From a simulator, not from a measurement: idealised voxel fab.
Title: Process Module voxel transistor to metal
Each square cell in cross-section cut measures 5 nm, and the section as a whole is 285 nm wide.
Bands, listed from the top down, are how a cross-section gets written in this document; the cross-section itself is a grid of square cells, and a band is one or more rows of them. It is stipulated that each band's entry specify, in nanometres, the height of the top of the band and then that of its bottom, followed by the materials of the band in left-to-right sequence, each together with its width in nanometres. A single material marked by the word "full width" is understood to fill the band from edge to edge; the word "empty" is understood to denote empty space. Height reference: 0 = level under which incoming wafer is all one material. Lowest band: no bottom, runs on downward, e.g. "0..down". Graded width ("30->40"): value in top row of band = first number; value in bottom row = second number; row-to-row change constant. The designation "all unchanged", where it is given for a processing step, indicates that no cell of the cross-section was altered in the course of that step. Entry "Sealed internal voids" = empty spaces >= 8 cells with no open way to the top; each as width x height at distance, distance from left edge, all nm. Anything after a step's settings on that line? It's the simulator's own note about the step. Among the settings permitted on a step's line is "overlay nm"; applied to a step with a mask, it specifies the extent to which the mask lay to the right of its planned position, whereas a negative figure signifies a position to the left.
Process steps - plan
1. RECEIVE [material Si]
2. OXIDIZE [depth nm 5]
3. CONFORMAL_DEP [material SiN] [thk nm 10]
4. MASKED_ETCH [tone cover] [mask id ACTIVE] [width nm 100] [pitch nm 130] [etch materials SiN] [depth nm 10] [overlay nm 0]
5. MASKED_ETCH [tone cover] [mask id ACTIVE] [width nm 100] [pitch nm 130] [etch materials SiO2] [depth nm 5] [overlay nm 0]
6. MASKED_ETCH [tone cover] [mask id ACTIVE] [width nm 100] [pitch nm 130] [etch materials Si] [depth nm 30] [overlay nm 0]
7. FILL_DEP [material SiO2] [thk nm 5]
8. CMP [height nm 10]
9. SELECTIVE_ETCH [etch materials SiO2] [depth nm 5]
10. STRIP [etch materials SiN]
11. SELECTIVE_ETCH [etch materials SiO2] [depth nm 5]
12. OXIDIZE [depth nm 5]
13. DIRECTIONAL_DEP [material polySi] [thk nm 25]
14. DIRECTIONAL_DEP [material SiCN] [thk nm 15]
15. DIRECTIONAL_DEP [material aC] [thk nm 15]
16. PATTERN [tone cover] [mask id GATE] [material resist] [width nm 20] [pitch nm 130] [thk nm 35] [overlay nm 0]
17. DIRECTIONAL_ETCH [etch materials aC] [depth nm 15]
18. STRIP [etch materials resist]
19. DIRECTIONAL_ETCH [etch materials SiCN] [depth nm 25]
20. DIRECTIONAL_ETCH [etch materials polySi] [depth nm 35]
21. STRIP [etch materials aC]
22. CONFORMAL_DEP [material SiO2] [thk nm 5]
23. DIRECTIONAL_ETCH [etch materials SiO2] [depth nm 5]
24. CONFORMAL_DEP [material SiN] [thk nm 10]
25. DIRECTIONAL_ETCH [etch materials SiN] [depth nm 10]
26. DIRECTIONAL_ETCH [etch materials SiO2] [depth nm 5]
27. EPI [material pSi] [thk nm 5]
28. FILL_DEP [material SiO2] [thk nm 10]
29. CMP [height nm 35]
30. DIRECTIONAL_DEP [material SiO2] [thk nm 15]
31. PATTERN [tone open] [mask id CONTACT] [material resist] [width nm 15] [pitch nm 65] [thk nm 20] [overlay nm 0]
32. DIRECTIONAL_ETCH [etch materials SiO2] [depth nm 55]
33. STRIP [etch materials resist]
34. CONFORMAL_DEP [material TiN] [thk nm 5]
35. FILL_DEP [material Ru] [thk nm 5]
36. CMP [height nm 50]
37. CONFORMAL_DEP [material SiCN] [thk nm 5]
38. DIRECTIONAL_DEP [material lowk] [thk nm 20]
39. PATTERN [tone open] [mask id METAL_1] [material resist] [width nm 15] [pitch nm 65] [thk nm 15] [overlay nm 0]
40. DIRECTIONAL_ETCH [etch materials lowk] [depth nm 20]
41. DIRECTIONAL_ETCH [etch materials SiCN] [depth nm 5]
42. STRIP [etch materials resist]
43. CONFORMAL_DEP [material TiN] [thk nm 5]
44. FILL_DEP [material W] [thk nm 10]
45. CMP [height nm 75]
46. EPI [material Ru] [thk nm 5]
47. FILL_DEP [material SiCN] [thk nm 5]
Cross-section of the wafer at receipt, which is the condition after step 1
0..down: Si full width
Sealed internal voids: none
What the wafer looks like in cross-section after this module, when it starts as shown above and follows the plan above but one mistake is made in running it
85..80: SiCN full width
80..75: 30 nm SiCN | 25 nm Ru | 40 nm SiCN | 25 nm Ru | 40 nm SiCN | 25 nm Ru | 40 nm SiCN | 25 nm Ru | 35 nm SiCN
75..55: 35 nm lowk | 5 nm TiN | 5 nm W | 5 nm TiN | 50 nm lowk | 5 nm TiN | 5 nm W | 5 nm TiN | 50 nm lowk | 5 nm TiN | 5 nm W | 5 nm TiN | 50 nm lowk | 5 nm TiN | 5 nm W | 5 nm TiN | 40 nm lowk
55..50: 35 nm SiCN | 15 nm TiN | 50 nm SiCN | 15 nm TiN | 50 nm SiCN | 15 nm TiN | 50 nm SiCN | 15 nm TiN | 40 nm SiCN
50..35: 35 nm SiO2 | 5 nm TiN | 5 nm aC | 5 nm TiN | 50 nm SiO2 | 5 nm TiN | 5 nm aC | 5 nm TiN | 50 nm SiO2 | 5 nm TiN | 5 nm aC | 5 nm TiN | 50 nm SiO2 | 5 nm TiN | 5 nm aC | 5 nm TiN | 40 nm SiO2
35..20: 35 nm SiO2 | 5 nm TiN | 5 nm aC | 5 nm TiN | 10 nm SiN | 5 nm SiO2 | 20 nm SiCN | 5 nm SiO2 | 10 nm SiN | 5 nm TiN | 5 nm aC | 5 nm TiN | 50 nm SiO2 | 5 nm TiN | 5 nm aC | 5 nm TiN | 10 nm SiN | 5 nm SiO2 | 20 nm SiCN | 5 nm SiO2 | 10 nm SiN | 5 nm TiN | 5 nm aC | 5 nm TiN | 40 nm SiO2
20..0: 35 nm SiO2 | 5 nm TiN | 5 nm aC | 5 nm TiN | 10 nm SiN | 5 nm SiO2 | 20 nm polySi | 5 nm SiO2 | 10 nm SiN | 5 nm TiN | 5 nm aC | 5 nm TiN | 50 nm SiO2 | 5 nm TiN | 5 nm aC | 5 nm TiN | 10 nm SiN | 5 nm SiO2 | 20 nm polySi | 5 nm SiO2 | 10 nm SiN | 5 nm TiN | 5 nm aC | 5 nm TiN | 40 nm SiO2
0..-5: 25 nm SiO2 | 10 nm SiN | 15 nm TiN | 10 nm SiN | 5 nm SiO2 | 20 nm polySi | 5 nm SiO2 | 10 nm SiN | 15 nm TiN | 10 nm SiN | 30 nm SiO2 | 10 nm SiN | 15 nm TiN | 10 nm SiN | 5 nm SiO2 | 20 nm polySi | 5 nm SiO2 | 10 nm SiN | 15 nm TiN | 10 nm SiN | 30 nm SiO2
-5..-10: 35 nm SiO2 | 15 nm pSi | 50 nm SiO2 | 15 nm pSi | 50 nm SiO2 | 15 nm pSi | 50 nm SiO2 | 15 nm pSi | 40 nm SiO2
-10..-35: 25 nm SiO2 | 100 nm Si | 30 nm SiO2 | 100 nm Si | 30 nm SiO2
-35..down: Si full width
Sealed internal voids: none
Run error: planned and actual differ for step 35; actual: FILL_DEP [material aC] [thk nm 5]
